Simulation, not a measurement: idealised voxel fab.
Name of the process module below: voxel gate over fins
The figure presents cross-section cut, which has a width of 285 nm and is divided into square cells with an edge length of 5 nm.
If you're reading a cross-section in this doc, picture square cells in a grid; it comes to you as bands, top ones listed first down to the bottom, and a band can be one or more rows of cells.
A band entry consists of two parts. The first gives the height of the band's top and the height of its bottom, in nm. The rest lists the band's materials from left to right, each with its width in nm. A single material labelled with the word "everywhere" fills the band from edge to edge, and the word "air" marks empty space.
The reference from which all heights are counted is 0, the level beneath which the as-received wafer is entirely one material; the lowest band, having no lower bound, proceeds downward and is written after the example "0 -> down".
The two numbers in a width such as "30 to 40" mark its ends across the band: the first belongs to the top row of cells, the second to the bottom row, and from each row to the next the width moves by the same amount.
You'll sometimes find "everything unchanged" written for a step, and that's the way of saying that nowhere in the cross-section did a cell change during that step.
Empty spaces counting at least 8 cells and having no open way to the top are listed in "Enclosed void inventory". The notation width x height at distance is used for each, the distance being from the left edge and all three values in nm.
Past the settings on a step's line: simulator remark, on that step.
The setting "overlay nm" may be written on the line of a step. When the step uses a mask, the value reports how far to the right of the planned place the mask lay, and a negative value reports that it lay to the left.
# Steps in the process plan
1. op RECEIVE | material Si
2. op CONFORMAL_DEP | material SiN | thk nm 10
3. op PATTERN | tone cover | mask id FINS | material resist | width nm 15 | pitch nm 40 | thk nm 15 | overlay nm 0
4. op DIRECTIONAL_ETCH | etch materials SiN | depth nm 10
5. op DIRECTIONAL_ETCH | etch materials Si | depth nm 30
6. op STRIP | etch materials resist
7. op FILL_DEP | material SiO2 | thk nm 5
8. op CMP | height nm 10
9. op SELECTIVE_ETCH | etch materials SiO2 | depth nm 25
10. op STRIP | etch materials SiN
11. op CONFORMAL_DEP | material HfO2 | thk nm 5
12. op CONFORMAL_DEP | material TiN | thk nm 5
13. op FILL_DEP | material W | thk nm 10
14. op CMP | height nm 15
15. op CONFORMAL_DEP | material SiCN | thk nm 10
# As-received wafer cross-section (after step 1)
> 0 -> down: Si everywhere
> Enclosed void inventory: none
# First of two wafers, end-of-module section, run followed plan
> 25 -> 15: SiCN everywhere
> 15 -> 10: W everywhere
> 10 -> 5: 105 W | 35 TiN | 5 W | 35 TiN | 105 W
> 5 -> 0: 105 W | 5 TiN | 25 HfO2 | 5 TiN | 5 W | 5 TiN | 25 HfO2 | 5 TiN | 105 W
> 0 -> -5: 105 W | 5 TiN | 5 HfO2 | 15 Si | 5 HfO2 | 5 TiN | 5 W | 5 TiN | 5 HfO2 | 15 Si | 5 HfO2 | 5 TiN | 105 W
> -5 -> -10: 110 TiN | 5 HfO2 | 15 Si | 5 HfO2 | 15 TiN | 5 HfO2 | 15 Si | 5 HfO2 | 110 TiN
> -10 -> -15: 115 HfO2 | 15 Si | 25 HfO2 | 15 Si | 115 HfO2
> -15 -> -30: 115 SiO2 | 15 Si | 25 SiO2 | 15 Si | 115 SiO2
> -30 -> down: Si everywhere
> Enclosed void inventory: none
# Second wafer through the module, sectioned at the end: same beginning and same plan as the first wafer, with one mistake in carrying it out
> 25 -> 15: SiCN everywhere
> 15 -> 10: W everywhere
> 10 -> 5: 105 W | 35 TiN | 5 W | 35 TiN | 105 W
> 5 -> 0: 105 W | 5 TiN | 25 HfO2 | 5 TiN | 5 W | 5 TiN | 25 HfO2 | 5 TiN | 105 W
> 0 -> -5: 105 W | 5 TiN | 5 HfO2 | 15 Si | 5 HfO2 | 5 TiN | 5 W | 5 TiN | 5 HfO2 | 15 Si | 5 HfO2 | 5 TiN | 105 W
> -5 -> -10: 110 TiN | 5 HfO2 | 15 Si | 5 HfO2 | 15 TiN | 5 HfO2 | 15 Si | 5 HfO2 | 110 TiN
> -10 -> -15: 115 HfO2 | 15 Si | 25 HfO2 | 15 Si | 115 HfO2
> -15 -> -60: 115 SiO2 | 15 Si | 25 SiO2 | 15 Si | 115 SiO2
> -60 -> down: Si everywhere
> Enclosed void inventory: none
What was done differently from what was planned? yeah, plan step 5 got run twice
at the end the second wafer has, in cells: -306 Si, +306 SiO2
